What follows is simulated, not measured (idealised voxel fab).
Process module name: voxel fin reveal
Section shown: cut. Width: 200 nm. Cell size: 5 nm, square.
If you're reading a cross-section in this doc, picture square cells in a grid; it comes to you as bands, top ones listed first down to the bottom, and a band can be one or more rows of cells. Each band's line starts with the height of the band's top and of its bottom, in nm. Then come its materials from left to right, each with its width in nm. One material with "throughout" fills the band from edge to edge. "air" is empty space. Beneath 0, the wafer as received is one material, and that level is where height counting begins. The lowest band goes on downward without a bottom; it is written like "from 0 down". So if you see something like "30..40" for the width, read it as the top row of the band sitting at the first number and the bottom row at the second, with every row in between moving by the same amount as the last. Step marked "all unchanged"? Then no cell in the cross-section changed in it. Any empty space of 8 cells or more lacking an open way to the top shows up in "Sealed void listing" as width x height at distance, distance from the left edge, in nm. The remark found on a step's line after its settings is issued by the simulator itself and pertains to that step. The setting "overlay nm" may be written on the line of a step. When the step uses a mask, the value reports how far to the right of the planned place the mask lay, and a negative value reports that it lay to the left.

INTENDED PROCESS STEPS
1 RECEIVE: material Si
2 CONFORMAL_DEP: material SiN, thk nm 5
3 PATTERN: tone cover, mask id FINS, material resist, width nm 15, pitch nm 45, thk nm 20, overlay nm 0
4 DIRECTIONAL_ETCH: etch materials SiN, depth nm 5
5 DIRECTIONAL_ETCH: etch materials Si, depth nm 35
6 STRIP: etch materials resist
7 FILL_DEP: material SiO2, thk nm 5
8 CMP: height nm 5
9 SELECTIVE_ETCH: etch materials SiO2, depth nm 20
10 STRIP: etch materials SiN
11 CONFORMAL_DEP: material HfO2, thk nm 5

CROSS-SECTION OF THE WAFER AS IT CAME TO US, I.E., ALREADY THROUGH STEP 1
	from 0 down  Si throughout
	Sealed void listing: none

CROSS-SECTION: FIRST OF TWO WAFERS, MODULE FINISHED, RUN ACCORDING TO PLAN
	from 5 to 0  air 65 nm  HfO2 25 nm  air 20 nm  HfO2 25 nm  air 65 nm
	from 0 to -10  air 65 nm  HfO2 5 nm  Si 15 nm  HfO2 5 nm  air 20 nm  HfO2 5 nm  Si 15 nm  HfO2 5 nm  air 65 nm
	from -10 to -15  HfO2 70 nm  Si 15 nm  HfO2 30 nm  Si 15 nm  HfO2 70 nm
	from -15 to -35  SiO2 70 nm  Si 15 nm  SiO2 30 nm  Si 15 nm  SiO2 70 nm
	from -35 down  Si throughout
	Sealed void listing: none

MODULE END: CROSS-SECTION OF WAFER TWO OF TWO. SAME START AND PROCESS PLAN AS THE FIRST WAFER. ONE MISTAKE DURING EXECUTION
	from 5 to 0  air 75 nm  HfO2 25 nm  air 20 nm  HfO2 25 nm  air 55 nm
	from 0 to -10  air 75 nm  HfO2 5 nm  Si 15 nm  HfO2 5 nm  air 20 nm  HfO2 5 nm  Si 15 nm  HfO2 5 nm  air 55 nm
	from -10 to -15  HfO2 80 nm  Si 15 nm  HfO2 30 nm  Si 15 nm  HfO2 60 nm
	from -15 to -35  SiO2 80 nm  Si 15 nm  SiO2 30 nm  Si 15 nm  SiO2 60 nm
	from -35 down  Si throughout
	Sealed void listing: none
Deviation from plan: in deviation from the planned setting, step 3 was conducted as PATTERN: tone cover, mask id FINS, material resist, width nm 15, pitch nm 45, thk nm 20, overlay nm 10
At the end, the second wafer has the same number of cells of each material as the first, but those cells sit in other places.
